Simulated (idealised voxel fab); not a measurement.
Title: Process Module voxel quadruple lines
It is cross-section cut that appears here, measuring 215 nm in width, its square cells being 5 nm in size.
Cross-section, as written here: a square-cell grid given band by band from the top down, where a band holds one or more rows of cells.
Within each band entry, the heights of the top and of the bottom of the band appear first, in that order and in nm; the materials of the band then follow from left to right, each with its corresponding width in nm. The designation "throughout" on a single material indicates that it fills the band from edge to edge; the designation "blank" indicates empty space.
We count height from 0. Below that, the starting wafer is all one material. The lowest band never ends at the bottom but goes on down; see "0 down" for how that is written.
It should be noted that a width expressed as "30..40" varies in equal increments from row to row of cells within the band, taking the value of the first number at the top row and that of the second number at the bottom row.
Any step labelled "no change occurred" changed none of the cells in the cross-section.
What "Sealed internal voids" gives you is every empty space of 8 cells or more that is cut off from the top. Each appears as width x height at distance, with the distance taken from the left edge and width, height and distance all in nm.
If you see something after the settings on a step's line, that's the simulator's own remark about that step.
The optional step-line setting "overlay nm" applies to steps with a mask and quantifies how far to the right of its planned location the mask lay, a negative value indicating leftward placement.
The following list gives the planned process steps:
| 1 | RECEIVE: material Si |
| 2 | CONFORMAL_DEP: material SiO2, thk nm 10 |
| 3 | DIRECTIONAL_DEP: material Ru, thk nm 15 |
| 4 | DIRECTIONAL_DEP: material polySi, thk nm 15 |
| 5 | DIRECTIONAL_DEP: material aC, thk nm 25 |
| 6 | PATTERN: tone cover, mask id MANDREL, material resist, width nm 20, pitch nm 60, thk nm 35, overlay nm 0 |
| 7 | DIRECTIONAL_ETCH: etch materials aC, depth nm 25 |
| 8 | STRIP: etch materials resist |
| 9 | CONFORMAL_DEP: material SiO2, thk nm 10 |
| 10 | DIRECTIONAL_ETCH: etch materials SiO2, depth nm 10 |
| 11 | STRIP: etch materials aC |
| 12 | DIRECTIONAL_ETCH: etch materials polySi, depth nm 15 |
| 13 | STRIP: etch materials SiO2 |
| 14 | CONFORMAL_DEP: material SiCN, thk nm 5 |
| 15 | DIRECTIONAL_ETCH: etch materials SiCN, depth nm 5 |
| 16 | STRIP: etch materials polySi |
| 17 | DIRECTIONAL_ETCH: etch materials Ru, depth nm 15 |
| 18 | STRIP: etch materials SiCN |
| 19 | FILL_DEP: material lowk, thk nm 10 |
| 20 | CMP: height nm 25 |
First of two wafers, processed according to plan:
So this is the incoming wafer in cross-section - it's already been through step 1:
  0 down: Si throughout
  Sealed internal voids: none
How the wafer stands in section after step 2:
  10 to 0: SiO2 throughout
  Note: structure below 0 unchanged.
How the wafer stands in section after step 3:
  25 to 10: Ru throughout
  Note: structure below 10 unchanged.
How the wafer stands in section after step 4:
  40 to 25: polySi throughout
  Note: structure below 25 unchanged.
How the wafer stands in section after step 5:
  65 to 40: aC throughout
  Note: structure below 40 unchanged.
How the wafer stands in section after step 6:
  100 to 65: blank: 65, resist: 20, blank: 40, resist: 20, blank: 70
  Note: structure below 65 unchanged.
How the wafer stands in section after step 7:
  75 to 65: blank: 65, resist: 20, blank: 40, resist: 20, blank: 70
  65 to 40: blank: 65, aC: 20, blank: 40, aC: 20, blank: 70
  Note: structure below 40 unchanged.
How the wafer stands in section after step 8:
  65 to 40: blank: 65, aC: 20, blank: 40, aC: 20, blank: 70
  Note: structure below 40 unchanged.
How the wafer stands in section after step 9:
  75 to 65: blank: 55, SiO2: 40, blank: 20, SiO2: 40, blank: 60
  65 to 50: blank: 55, SiO2: 10, aC: 20, SiO2: 10, blank: 20, SiO2: 10, aC: 20, SiO2: 10, blank: 60
  50 to 40: SiO2: 65, aC: 20, SiO2: 40, aC: 20, SiO2: 70
  Note: structure below 40 unchanged.
How the wafer stands in section after step 10:
  65 to 40: blank: 55, SiO2: 10, aC: 20, SiO2: 10, blank: 20, SiO2: 10, aC: 20, SiO2: 10, blank: 60
  Note: structure below 40 unchanged.
How the wafer stands in section after step 11:
  65 to 40: blank: 55, SiO2: 10, blank: 20, SiO2: 10, blank: 20, SiO2: 10, blank: 20, SiO2: 10, blank: 60
  Note: structure below 40 unchanged.
How the wafer stands in section after step 12:
  65 to 40: blank: 55, SiO2: 10, blank: 20, SiO2: 10, blank: 20, SiO2: 10, blank: 20, SiO2: 10, blank: 60
  40 to 25: blank: 55, polySi: 10, blank: 20, polySi: 10, blank: 20, polySi: 10, blank: 20, polySi: 10, blank: 60
  Note: structure below 25 unchanged.
How the wafer stands in section after step 13:
  40 to 25: blank: 55, polySi: 10, blank: 20, polySi: 10, blank: 20, polySi: 10, blank: 20, polySi: 10, blank: 60
  Note: structure below 25 unchanged.
How the wafer stands in section after step 14:
  45 to 40: blank: 50, SiCN: 20, blank: 10, SiCN: 20, blank: 10, SiCN: 20, blank: 10, SiCN: 20, blank: 55
  40 to 30: blank: 50, SiCN: 5, polySi: 10, SiCN: 5, blank: 10, SiCN: 5, polySi: 10, SiCN: 5, blank: 10, SiCN: 5, polySi: 10, SiCN: 5, blank: 10, SiCN: 5, polySi: 10, SiCN: 5, blank: 55
  30 to 25: SiCN: 55, polySi: 10, SiCN: 20, polySi: 10, SiCN: 20, polySi: 10, SiCN: 20, polySi: 10, SiCN: 60
  Note: structure below 25 unchanged.
How the wafer stands in section after step 15:
  40 to 25: blank: 50, SiCN: 5, polySi: 10, SiCN: 5, blank: 10, SiCN: 5, polySi: 10, SiCN: 5, blank: 10, SiCN: 5, polySi: 10, SiCN: 5, blank: 10, SiCN: 5, polySi: 10, SiCN: 5, blank: 55
  Note: structure below 25 unchanged.
How the wafer stands in section after step 16:
  40 to 25: blank: 50, SiCN: 5, blank: 10, SiCN: 5, blank: 10, SiCN: 5, blank: 10, SiCN: 5, blank: 10, SiCN: 5, blank: 10, SiCN: 5, blank: 10, SiCN: 5, blank: 10, SiCN: 5, blank: 55
  Note: structure below 25 unchanged.
How the wafer stands in section after step 17:
  40 to 25: blank: 50, SiCN: 5, blank: 10, SiCN: 5, blank: 10, SiCN: 5, blank: 10, SiCN: 5, blank: 10, SiCN: 5, blank: 10, SiCN: 5, blank: 10, SiCN: 5, blank: 10, SiCN: 5, blank: 55
  25 to 10: blank: 50, Ru: 5, blank: 10, Ru: 5, blank: 10, Ru: 5, blank: 10, Ru: 5, blank: 10, Ru: 5, blank: 10, Ru: 5, blank: 10, Ru: 5, blank: 10, Ru: 5, blank: 55
  Note: structure below 10 unchanged.
How the wafer stands in section after step 18:
  25 to 10: blank: 50, Ru: 5, blank: 10, Ru: 5, blank: 10, Ru: 5, blank: 10, Ru: 5, blank: 10, Ru: 5, blank: 10, Ru: 5, blank: 10, Ru: 5, blank: 10, Ru: 5, blank: 55
  Note: structure below 10 unchanged.
How the wafer stands in section after step 19:
  35 to 25: lowk throughout
  25 to 10: lowk: 50, Ru: 5, lowk: 10, Ru: 5, lowk: 10, Ru: 5, lowk: 10, Ru: 5, lowk: 10, Ru: 5, lowk: 10, Ru: 5, lowk: 10, Ru: 5, lowk: 10, Ru: 5, lowk: 55
  Note: structure below 10 unchanged.
How the wafer stands in section after step 20:
  25 to 10: lowk: 50, Ru: 5, lowk: 10, Ru: 5, lowk: 10, Ru: 5, lowk: 10, Ru: 5, lowk: 10, Ru: 5, lowk: 10, Ru: 5, lowk: 10, Ru: 5, lowk: 10, Ru: 5, lowk: 55
  Note: structure below 10 unchanged.
Second wafer: same start and same plan as the first, one execution error; identical to the first through step 18:
Cross-sectional representation of the second wafer at the time designated in the plan for the completion of step 19:
  35 to 25: polySi throughout
  25 to 10: polySi: 50, Ru: 5, polySi: 10, Ru: 5, polySi: 10, Ru: 5, polySi: 10, Ru: 5, polySi: 10, Ru: 5, polySi: 10, Ru: 5, polySi: 10, Ru: 5, polySi: 10, Ru: 5, polySi: 55
  Note: structure below 10 unchanged.
Cross-sectional representation of the second wafer at the time designated in the plan for the completion of step 20:
  25 to 10: polySi: 50, Ru: 5, polySi: 10, Ru: 5, polySi: 10, Ru: 5, polySi: 10, Ru: 5, polySi: 10, Ru: 5, polySi: 10, Ru: 5, polySi: 10, Ru: 5, polySi: 10, Ru: 5, polySi: 55
  Note: structure below 10 unchanged.
Processing error: step 19 ran with different settings than intended, the actual operation and settings being FILL_DEP: material polySi, thk nm 10
FYI, end of process, the second wafer has more or fewer cells of some materials than the first: 105 fewer of lowk, 105 more of polySi
